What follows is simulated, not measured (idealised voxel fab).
Process module, titled voxel air gaps
The figure presents cross-section cut, which has a width of 300 nm and is divided into square cells with an edge length of 5 nm.
Each cross-section below is a grid of square cells, stated as bands in top-down order, with one or more rows of cells making up each band. Per band: top height and bottom height in nm, followed by the left-to-right materials and their widths in nm; "full width" marks a single material spanning edge to edge, "blank" marks empty space. For the purposes of this specification, 0 denotes the height below which the wafer in its as-received condition is composed wholly of one material, and the lowermost band, lacking a lower limit, extends downward without end, as expressed in "0..down". Note: "30->40" means the width goes from the first number (top row of the band) to the second number (bottom row) in equal steps per row of cells. Given "remains unaltered" for a step, no cell of the cross-section differs between before and after that step. Listed in "Cavities, sealed": every empty space of 8 or more cells without an open way to the top. Form: width x height at distance, the distance being from the left edge, all in nm. What comes after the settings on a step's line is commentary from the simulator itself on that step. overlay nm: where the mask lay relative to plan, measured to the right, on steps with a mask; negatives go left.

# So here's the lineup of process steps we planned
- 1: RECEIVE (material Si)
- 2: CONFORMAL_DEP (material SiO2; thk nm 15)
- 3: CONFORMAL_DEP (material SiN; thk nm 5)
- 4: DIRECTIONAL_DEP (material lowk; thk nm 30)
- 5: MASKED_ETCH (tone open; mask id LINES; width nm 25; pitch nm 55; etch materials lowk; depth nm 30; overlay nm 0)
- 6: CONFORMAL_DEP (material TiN; thk nm 5)
- 7: FILL_DEP (material Ru; thk nm 5)
- 8: CMP (height nm 50)
- 9: EPI (material Ru; thk nm 10)
- 10: SELECTIVE_ETCH (etch materials lowk; depth nm 40)
- 11: CONFORMAL_DEP (material SiN; thk nm 5)

# First wafer of two (run as planned)

# Incoming wafer in cross-section (state: after step 1)
0..down | Si full width
Cavities, sealed: none

# How the wafer stands in section after step 2
15..0 | SiO2 full width
Nothing below the height 0 has changed.

# How the wafer stands in section after step 3
20..15 | SiN full width
Nothing below the height 15 has changed.

# How the wafer stands in section after step 4
50..20 | lowk full width
Nothing below the height 20 has changed.

# How the wafer stands in section after step 5
50..20 | lowk=80; blank=25; lowk=30; blank=25; lowk=30; blank=25; lowk=85
Nothing below the height 20 has changed.

# How the wafer stands in section after step 6
55..50 | TiN=85; blank=15; TiN=40; blank=15; TiN=40; blank=15; TiN=90
50..25 | lowk=80; TiN=5; blank=15; TiN=5; lowk=30; TiN=5; blank=15; TiN=5; lowk=30; TiN=5; blank=15; TiN=5; lowk=85
25..20 | lowk=80; TiN=25; lowk=30; TiN=25; lowk=30; TiN=25; lowk=85
Nothing below the height 20 has changed.

# How the wafer stands in section after step 7
60..55 | Ru full width
55..50 | TiN=85; Ru=15; TiN=40; Ru=15; TiN=40; Ru=15; TiN=90
50..25 | lowk=80; TiN=5; Ru=15; TiN=5; lowk=30; TiN=5; Ru=15; TiN=5; lowk=30; TiN=5; Ru=15; TiN=5; lowk=85
Nothing below the height 25 has changed.

# How the wafer stands in section after step 8
50..25 | lowk=80; TiN=5; Ru=15; TiN=5; lowk=30; TiN=5; Ru=15; TiN=5; lowk=30; TiN=5; Ru=15; TiN=5; lowk=85
Nothing below the height 25 has changed.

# How the wafer stands in section after step 9
60..50 | blank=70; Ru=45; blank=10; Ru=45; blank=10; Ru=45; blank=75
Nothing below the height 50 has changed.

# How the wafer stands in section after step 10
60..50 | blank=70; Ru=45; blank=10; Ru=45; blank=10; Ru=45; blank=75
50..25 | blank=80; TiN=5; Ru=15; TiN=5; blank=30; TiN=5; Ru=15; TiN=5; blank=30; TiN=5; Ru=15; TiN=5; blank=85
25..20 | blank=80; TiN=25; blank=30; TiN=25; blank=30; TiN=25; blank=85
Nothing below the height 20 has changed.

# How the wafer stands in section after step 11
65..60 | blank=65; SiN=165; blank=70
60..50 | blank=65; SiN=5; Ru=45; SiN=10; Ru=45; SiN=10; Ru=45; SiN=5; blank=70
50..45 | blank=65; SiN=15; TiN=5; Ru=15; TiN=5; SiN=30; TiN=5; Ru=15; TiN=5; SiN=30; TiN=5; Ru=15; TiN=5; SiN=15; blank=70
45..25 | blank=75; SiN=5; TiN=5; Ru=15; TiN=5; SiN=5; blank=20; SiN=5; TiN=5; Ru=15; TiN=5; SiN=5; blank=20; SiN=5; TiN=5; Ru=15; TiN=5; SiN=5; blank=80
25..20 | SiN=80; TiN=25; SiN=30; TiN=25; SiN=30; TiN=25; SiN=85
Nothing below the height 20 has changed.
Cavities, sealed: 20 x 20 at 110; 20 x 20 at 165

# Second wafer, same starting conditions and recipe as the first, one mistake in executing it, nothing differs from the first up to and including step 6

# Cross-section of the second wafer when, according to plan, step 7 should have finished
60..55 | SiO2 full width
55..50 | TiN=85; SiO2=15; TiN=40; SiO2=15; TiN=40; SiO2=15; TiN=90
50..25 | lowk=80; TiN=5; SiO2=15; TiN=5; lowk=30; TiN=5; SiO2=15; TiN=5; lowk=30; TiN=5; SiO2=15; TiN=5; lowk=85
Nothing below the height 25 has changed.

# Cross-section of the second wafer when, according to plan, step 8 should have finished
50..25 | lowk=80; TiN=5; SiO2=15; TiN=5; lowk=30; TiN=5; SiO2=15; TiN=5; lowk=30; TiN=5; SiO2=15; TiN=5; lowk=85
Nothing below the height 25 has changed.

# Cross-section of the second wafer when, according to plan, step 9 should have finished
60..50 | blank=70; Ru=45; blank=10; Ru=45; blank=10; Ru=45; blank=75
Nothing below the height 50 has changed.

# Cross-section of the second wafer when, according to plan, step 10 should have finished
60..50 | blank=70; Ru=45; blank=10; Ru=45; blank=10; Ru=45; blank=75
50..25 | blank=80; TiN=5; SiO2=15; TiN=5; blank=30; TiN=5; SiO2=15; TiN=5; blank=30; TiN=5; SiO2=15; TiN=5; blank=85
25..20 | blank=80; TiN=25; blank=30; TiN=25; blank=30; TiN=25; blank=85
Nothing below the height 20 has changed.

# Cross-section of the second wafer when, according to plan, step 11 should have finished
65..60 | blank=65; SiN=165; blank=70
60..50 | blank=65; SiN=5; Ru=45; SiN=10; Ru=45; SiN=10; Ru=45; SiN=5; blank=70
50..45 | blank=65; SiN=15; TiN=5; SiO2=15; TiN=5; SiN=30; TiN=5; SiO2=15; TiN=5; SiN=30; TiN=5; SiO2=15; TiN=5; SiN=15; blank=70
45..25 | blank=75; SiN=5; TiN=5; SiO2=15; TiN=5; SiN=5; blank=20; SiN=5; TiN=5; SiO2=15; TiN=5; SiN=5; blank=20; SiN=5; TiN=5; SiO2=15; TiN=5; SiN=5; blank=80
25..20 | SiN=80; TiN=25; SiN=30; TiN=25; SiN=30; TiN=25; SiN=85
Nothing below the height 20 has changed.
Cavities, sealed: 20 x 20 at 110; 20 x 20 at 165
Short version of what went wrong: step 7 did not use the planned setting and instead ran as FILL_DEP (material SiO2; thk nm 5)
At the finish, the second wafer shows more or fewer cells for some materials than the first does: Ru: 45 fewer, SiO2: 45 more
